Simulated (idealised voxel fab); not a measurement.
process module | voxel self aligned vias
cross-section cut | 275 nm wide | cells 5 nm
A cross-section is a grid of square cells, given in bands from the top down. A band is one or more rows of cells.
Each band's line starts with the height of the band's top and of its bottom, in nm. Then come its materials from left to right, each with its width in nm. One material with "throughout" fills the band from edge to edge. "air" is empty space.
Height 0 is the level under which the wafer as received is all one material. The lowest band goes on downwards, as in "0 down".
A width such as "30 to 40" changes by the same amount from each row of cells to the next, from the band's top row to its bottom row.
"no change" after a step means that no cell of the cross-section changed.
closed voids: empty space of 8 cells or more with no open way to the top, each as width x height at its distance from the left edge, in nm
after a step's settings: what the simulator itself notes on the step
overlay nm, on a step with a mask: how far to the right of its planned place the mask lay; to the left if negative
plan
1 op RECEIVE | material Si
2 op CONFORMAL_DEP | material SiO2 | thk nm 10
3 op CONFORMAL_DEP | material SiCN | thk nm 5
4 op DIRECTIONAL_DEP | material SiO2 | thk nm 20
5 op PATTERN | tone open | mask id LINES | material resist | width nm 20 | pitch nm 65 | thk nm 15 | overlay nm 0
6 op DIRECTIONAL_ETCH | etch materials SiO2 | depth nm 20
7 op STRIP | etch materials resist
8 op CONFORMAL_DEP | material TiN | thk nm 5
9 op FILL_DEP | material W | thk nm 5
10 op CMP | height nm 35
11 op SELECTIVE_ETCH | etch materials W Ru TiN | depth nm 10
12 op FILL_DEP | material SiN | thk nm 5
13 op CMP | height nm 35
14 op DIRECTIONAL_DEP | material SiO2 | thk nm 15
15 op MASKED_ETCH | tone open | mask id VIAS | width nm 40 | pitch nm 65 | etch materials SiO2 | depth nm 15 | overlay nm 0
16 op MASKED_ETCH | tone open | mask id VIAS | width nm 40 | pitch nm 65 | etch materials SiN | depth nm 10 | overlay nm 0
17 op CONFORMAL_DEP | material TiN | thk nm 5
18 op FILL_DEP | material Ru | thk nm 10
19 op CMP | height nm 50
20 op CONFORMAL_DEP | material SiN | thk nm 5
as received, after step 1
  0 down: Si throughout
  closed voids: none
first wafer at the end, as planned
  55 to 50: SiN throughout
  50 to 40: SiO2 50 | TiN 5 | Ru 30 | TiN 5 | SiO2 25 | TiN 5 | Ru 30 | TiN 5 | SiO2 25 | TiN 5 | Ru 30 | TiN 5 | SiO2 55
  40 to 30: SiO2 50 to 60 | TiN 15 to 5 | Ru 10 | TiN 15 to 5 | SiO2 25 to 45 | TiN 15 to 5 | Ru 10 | TiN 15 to 5 | SiO2 25 to 45 | TiN 15 to 5 | Ru 10 | TiN 15 to 5 | SiO2 55 to 65
  30 to 25: SiO2 60 | TiN 20 | SiO2 45 | TiN 20 | SiO2 45 | TiN 20 | SiO2 65
  25 to 20: SiO2 60 | TiN 5 | W 10 | TiN 5 | SiO2 45 | TiN 5 | W 10 | TiN 5 | SiO2 45 | TiN 5 | W 10 | TiN 5 | SiO2 65
  20 to 15: SiO2 60 | TiN 20 | SiO2 45 | TiN 20 | SiO2 45 | TiN 20 | SiO2 65
  15 to 10: SiCN throughout
  10 to 0: SiO2 throughout
  0 down: Si throughout
  closed voids: none
second wafer at the end: like start, like plan, one mistake
  55 to 50: SiN throughout
  50 to 40: SiO2 50 | TiN 5 | Ru 30 | TiN 5 | SiO2 25 | TiN 5 | Ru 30 | TiN 5 | SiO2 25 | TiN 5 | Ru 30 | TiN 5 | SiO2 55
  40 to 30: SiO2 50 to 60 | TiN 15 to 5 | Ru 10 | TiN 15 to 5 | SiO2 25 to 45 | TiN 15 to 5 | Ru 10 | TiN 15 to 5 | SiO2 25 to 45 | TiN 15 to 5 | Ru 10 | TiN 15 to 5 | SiO2 55 to 65
  30 to 25: SiO2 60 | TiN 20 | SiO2 45 | TiN 20 | SiO2 45 | TiN 20 | SiO2 65
  25 to 20: SiO2 60 | TiN 5 | W 10 | TiN 5 | SiO2 45 | TiN 5 | W 10 | TiN 5 | SiO2 45 | TiN 5 | W 10 | TiN 5 | SiO2 65
  20 to 15: SiO2 60 | TiN 20 | SiO2 45 | TiN 20 | SiO2 45 | TiN 20 | SiO2 65
  15 to 5: SiO2 throughout
  5 to 0: SiCN throughout
  0 down: Si throughout
  closed voids: none
what went wrong: steps 2 and 3 were swapped
at the end the second wafer has, in cells: as many of each material as the first, in other places
